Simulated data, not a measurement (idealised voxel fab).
The following is a process module called voxel lift off.
Xsec cut, 220 nm wide, square cell size 5 nm.
Square cells in a grid make up a cross-section in this document, and the grid is given as bands, listed from the top down, each one or more rows of cells.
In this notation a band is specified by the heights of its top and bottom, in that order and in nm, after which its materials appear from left to right, each paired with its width in nm. The word "everywhere" attached to a single material means that material fills the band from edge to edge; the word "air" stands for empty space.
Height datum 0, below which the as-received substrate wafer is one material. Lowest band open at the bottom, running downward: "0..down".
The two numbers in a width such as "30 to 40" mark its ends across the band: the first belongs to the top row of cells, the second to the bottom row, and from each row to the next the width moves by the same amount.
"remained unchanged" after a step means that no cell of the cross-section changed.
Voids, sealed: empty space of 8 cells or more with no open way to the top, each as width x height at its distance from the left edge, in nm
Step line, after settings: the simulator's comment on this step.
"overlay nm" on a masked step: distance the mask lay right of its planned place, negative for left.
-- Planned step list for the process
1: RECEIVE (material Si)
2: CONFORMAL_DEP (material SiN; thk nm 15)
3: PATTERN (tone open; mask id LINES; material resist; width nm 25; pitch nm 40; thk nm 20; overlay nm 0)
4: DIRECTIONAL_DEP (material Ru; thk nm 5)
5: STRIP (etch materials resist)
6: CONFORMAL_DEP (material SiN; thk nm 5)
Every wafer here starts from the same state; it is the step 6 thk nm that distinguishes them, and the value the plan gives belongs to the first wafer.
-- So this is the first of several wafers, cross-sectioned as it came to us, meaning it's at the end of step 1
> 0..down = Si everywhere
> Voids, sealed: none
-- Cross-sectional representation of the first of several wafers at the end of the module, i.e. after its terminal step, step 6
> 25..20 = air 50 nm / SiN 35 nm / air 5 nm / SiN 35 nm / air 5 nm / SiN 35 nm / air 55 nm
> 20..15 = SiN 55 nm / Ru 25 nm / SiN 15 nm / Ru 25 nm / SiN 15 nm / Ru 25 nm / SiN 60 nm
> 15..0 = SiN everywhere
> 0..down = Si everywhere
> Voids, sealed: none
-- At the end of the module, the last of several wafers in cross-section
> 40..35 = air 35 nm / SiN 145 nm / air 40 nm
> 35..20 = SiN everywhere
> 20..15 = SiN 55 nm / Ru 25 nm / SiN 15 nm / Ru 25 nm / SiN 15 nm / Ru 25 nm / SiN 60 nm
> 15..0 = SiN everywhere
> 0..down = Si everywhere
> Voids, sealed: none
-- The following table contains a row per wafer, in which are reported, at the conclusion of the module, the cells of each material gained (+) or lost (-) since the wafer's receipt, with its closed voids given thereafter
thk nm 5 | +15 Ru | +182 SiN | Voids, sealed: none
thk nm 10 | +15 Ru | +230 SiN | Voids, sealed: none
thk nm 15 | +15 Ru | +276 SiN | Voids, sealed: none
thk nm 20 | +15 Ru | +322 SiN | Voids, sealed: none
